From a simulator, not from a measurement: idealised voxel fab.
Presented below is a process module, voxel ribs on slabs.
The figure presents cross-section cut, which has a width of 195 nm and is divided into square cells with an edge length of 5 nm.
Reading order for cross-sections: top band down to bottom band. Underlying form: a grid of square cells. Band size: one or more rows of cells. It is stipulated that each band's entry specify, in nanometres, the height of the top of the band and then that of its bottom, followed by the materials of the band in left-to-right sequence, each together with its width in nanometres. A single material marked by the word "everywhere" is understood to fill the band from edge to edge; the word "air" is understood to denote empty space. Basically, 0 is our baseline, since under it the wafer straight out of the box is all one material. The bottom band has no lower end and keeps on going down, so it looks like "0..down". The width entry "30->40" should be interpreted row by row: the top row of cells in the band takes the first number, the bottom row takes the second number, and the change between adjacent rows is uniform throughout. The designation "no modification", where it is given for a processing step, indicates that no cell of the cross-section was altered in the course of that step. Entry "Enclosed void list". Content: empty spaces with no open connection to the top, size 8 cells or greater. Each: width x height at distance. Distance: from left edge. Unit: nm. That trailing text on a step's line, after the settings, is the simulator's own remark on the step. The setting "overlay nm" may be written on the line of a step. When the step uses a mask, the value reports how far to the right of the planned place the mask lay, and a negative value reports that it lay to the left.

## Intended process steps
- 1: RECEIVE with material Si
- 2: DIRECTIONAL_DEP with material SiO2, thk nm 25
- 3: DIRECTIONAL_DEP with material polySi, thk nm 20
- 4: MASKED_ETCH with tone cover, mask id RIB, width nm 15, etch materials polySi, depth nm 15, overlay nm 0
- 5: DIRECTIONAL_DEP with material aC, thk nm 15
- 6: PATTERN with tone cover, mask id SLAB, material resist, width nm 65, thk nm 35, overlay nm 0
- 7: DIRECTIONAL_ETCH with etch materials aC, depth nm 15
- 8: STRIP with etch materials resist
- 9: DIRECTIONAL_ETCH with etch materials polySi, depth nm 5
- 10: STRIP with etch materials aC
- 11: FILL_DEP with material SiO2, thk nm 20
- 12: CMP with height nm 55
- 13: DIRECTIONAL_DEP with material TiN, thk nm 5
- 14: PATTERN with tone cover, mask id HEATER, material resist, width nm 25, thk nm 20, overlay nm 0
- 15: DIRECTIONAL_ETCH with etch materials TiN, depth nm 5
- 16: STRIP with etch materials resist
- 17: CONFORMAL_DEP with material SiN, thk nm 5

## Here's what the wafer looked like in cross-section when it arrived - that's after step 1
- 0..down: Si everywhere
- Enclosed void list: none

## first wafer at the end, as planned
- 65..60: air 80 nm; SiN 35 nm; air 80 nm
- 60..55: SiN 85 nm; TiN 25 nm; SiN 85 nm
- 55..45: SiO2 everywhere
- 45..30: SiO2 90 nm; polySi 15 nm; SiO2 90 nm
- 30..25: SiO2 65 nm; polySi 65 nm; SiO2 65 nm
- 25..0: SiO2 everywhere
- 0..down: Si everywhere
- Enclosed void list: none

## Cross-sectional image of the second wafer of the two following completion of the module. Starting state and process plan were the same as for the first wafer; one execution error occurred
- 65..60: air 85 nm; SiN 30 nm; air 80 nm
- 60..55: SiN 90 nm; TiN 20 nm; SiN 85 nm
- 55..45: SiO2 everywhere
- 45..30: SiO2 90 nm; polySi 15 nm; SiO2 90 nm
- 30..25: SiO2 65 nm; polySi 65 nm; SiO2 65 nm
- 25..0: SiO2 everywhere
- 0..down: Si everywhere
- Enclosed void list: none
So what did we get wrong on this run? step 14 was processed under conditions differing from the plan, specifically as PATTERN with tone cover, mask id HEATER, material resist, width nm 20, thk nm 20, overlay nm 0
Materials where the second wafer ends with more or fewer cells than the first: TiN: 1 fewer
